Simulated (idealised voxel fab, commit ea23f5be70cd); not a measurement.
voxel wiring stack: a process module
Cross-section cut spans 235 nm and uses square cells 5 nm in size.
A cross-section in this document is a grid of square cells, and it is written down as bands, the top band listed before the ones below it; a band is made up of one or more rows of cells.
The band entry comprises the height of the band's top followed by the height of its bottom, expressed in nm, and subsequently the band's materials from left to right, each stated together with its width in nm. Where a single material is marked with the word "all across", that material fills the band from edge to edge. The word "blank" represents empty space.
Beneath 0, the wafer as received is one material, and that level is where height counting begins. The lowest band goes on downward without a bottom; it is written like "z 0 and below".
A two-number width, for instance "30 to 40", indicates that the width is equal to the first number in the top row of the band and to the second number in the bottom row, and that it changes by a constant amount per row of cells.
Where the words "no alteration" appear for a step, the cross-section shows no cell changed by that step; every cell remained as before.
"Closed empty spaces": sealed empty spaces, 8 cells or more, no open way to top, listed width x height at distance, with distance from the left edge and width, height and distance in nm.
Anything after a step's settings on that line? It's the simulator's own note about the step.
"overlay nm", when on a step's line for a step with a mask, measures how far to the right of its planned place the mask lay; a negative measure means to the left.
Process steps (planned):
1. op RECEIVE | material Si
2. op CONFORMAL_DEP | material SiO2 | thk nm 10
3. op CONFORMAL_DEP | material SiN | thk nm 5
4. op DIRECTIONAL_DEP | material lowk | thk nm 25
5. op DIRECTIONAL_DEP | material aC | thk nm 15
6. op PATTERN | tone open | mask id METAL_1 | material resist | width nm 25 | pitch nm 45 | thk nm 30 | overlay nm 0
7. op DIRECTIONAL_ETCH | etch materials aC | depth nm 15
8. op STRIP | etch materials resist
9. op DIRECTIONAL_ETCH | etch materials lowk | depth nm 25
10. op DIRECTIONAL_ETCH | etch materials SiN | depth nm 5
11. op STRIP | etch materials aC
12. op CONFORMAL_DEP | material TiN | thk nm 5
13. op FILL_DEP | material Ru | thk nm 10
14. op CMP | height nm 40
15. op CONFORMAL_DEP | material SiCN | thk nm 5
16. op DIRECTIONAL_DEP | material lowk | thk nm 30
17. op PATTERN | tone open | mask id METAL_2_HOLES | material resist | width nm 15 | pitch nm 90 | thk nm 20 | overlay nm 0
18. op DIRECTIONAL_ETCH | etch materials lowk | depth nm 30
19. op STRIP | etch materials resist
20. op PATTERN | tone open | mask id METAL_2 | material resist | width nm 25 | pitch nm 45 | thk nm 15 | overlay nm 0
21. op DIRECTIONAL_ETCH | etch materials lowk | depth nm 15
22. op DIRECTIONAL_ETCH | etch materials SiCN | depth nm 5
23. op STRIP | etch materials resist
24. op CONFORMAL_DEP | material TiN | thk nm 5
25. op FILL_DEP | material Cu | thk nm 10
26. op CMP | height nm 75
27. op CONFORMAL_DEP | material SiCN | thk nm 5
28. op DIRECTIONAL_DEP | material SiO2 | thk nm 30
29. op MASKED_ETCH | tone open | mask id METAL_3 | width nm 25 | pitch nm 45 | etch materials SiO2 | depth nm 15 | overlay nm 0
30. op PATTERN | tone open | mask id METAL_3_HOLES | material resist | width nm 15 | pitch nm 90 | thk nm 20 | overlay nm 0
31. op DIRECTIONAL_ETCH | etch materials SiO2 | depth nm 15
32. op DIRECTIONAL_ETCH | etch materials SiCN | depth nm 5
33. op STRIP | etch materials resist
34. op CONFORMAL_DEP | material TiN | thk nm 5
35. op FILL_DEP | material Ru | thk nm 5
36. op CMP | height nm 100
37. op CONFORMAL_DEP | material SiN | thk nm 5
The height nm used in step 36 is not the same on every wafer, whereas the starting condition is; the value printed in the plan is the first wafer's.
Received condition of the first of several wafers, sectioned: post-step 1:
    z 0 and below | Si all across
    Closed empty spaces: none
The table below has one row for each wafer; a row shows, as of the end of the module, how many cells of each material the wafer has gained, marked (+), or lost, marked (-), since it was received, and then the wafer's closed voids:
height nm 100 | +26 Cu | +53 Ru | +82 SiCN | +79 SiN | +249 SiO2 | +119 TiN | +379 lowk | Closed empty spaces: none
height nm 105 | +26 Cu | +62 Ru | +82 SiCN | +79 SiN | +281 SiO2 | +125 TiN | +379 lowk | Closed empty spaces: none
height nm 110 | +26 Cu | +71 Ru | +82 SiCN | +79 SiN | +313 SiO2 | +131 TiN | +379 lowk | Closed empty spaces: none
height nm 115 | +26 Cu | +80 Ru | +82 SiCN | +79 SiN | +313 SiO2 | +169 TiN | +379 lowk | Closed empty spaces: none
height nm 120 | +26 Cu | +127 Ru | +82 SiCN | +79 SiN | +313 SiO2 | +169 TiN | +379 lowk | Closed empty spaces: none
